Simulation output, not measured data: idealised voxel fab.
process module | voxel released beams
cross-section cut | 240 nm wide | cells 5 nm
A cross-section is a grid of square cells, given in bands from the top down. A band is one or more rows of cells.
Each band's line starts with the height of the band's top and of its bottom, in nm. Then come its materials from left to right, each with its width in nm. One material with "throughout" fills the band from edge to edge. "air" is empty space.
Height 0 is the level under which the wafer as received is all one material. The lowest band goes on downwards, as in "0 down".
A width such as "30 to 40" changes by the same amount from each row of cells to the next, from the band's top row to its bottom row.
"no change" after a step means that no cell of the cross-section changed.
closed voids: empty space of 8 cells or more with no open way to the top, each as width x height at its distance from the left edge, in nm
after a step's settings: what the simulator itself notes on the step
overlay nm, on a step with a mask: how far to the right of its planned place the mask lay; to the left if negative
plan
1 op RECEIVE | material Si
2 op CONFORMAL_DEP | material SiN | thk nm 5
3 op DIRECTIONAL_DEP | material SiO2 | thk nm 15
4 op PATTERN | tone open | mask id ANCHOR | material resist | width nm 40 | thk nm 15 | overlay nm 0
5 op DIRECTIONAL_ETCH | etch materials SiO2 | depth nm 15
6 op STRIP | etch materials resist
7 op CONFORMAL_DEP | material TiN | thk nm 15
8 op MASKED_ETCH | tone cover | mask id BEAM | width nm 85 | etch materials TiN | depth nm 15 | overlay nm 0
9 op STRIP | etch materials SiO2
as received, after step 1
  0 down: Si throughout
  closed voids: none
first wafer at the end, as planned
  35 to 20: air 75 | TiN 20 | air 10 | TiN 55 | air 80
  20 to 5: air 80 | TiN 40 | air 120
  5 to 0: SiN throughout
  0 down: Si throughout
  closed voids: none
second wafer at the end: like start, like plan, one mistake
  35 to 20: air 75 | TiN 60 | air 105
  20 to 5: air 65 | TiN 15 | SiO2 40 | TiN 40 | air 80
  5 to 0: SiN throughout
  0 down: Si throughout
  closed voids: none
what went wrong: step 4 ran as: op PATTERN | tone cover | mask id ANCHOR | material resist | width nm 40 | thk nm 15 | overlay nm 0
at the end the second wafer has, in cells: 24 more of SiO2
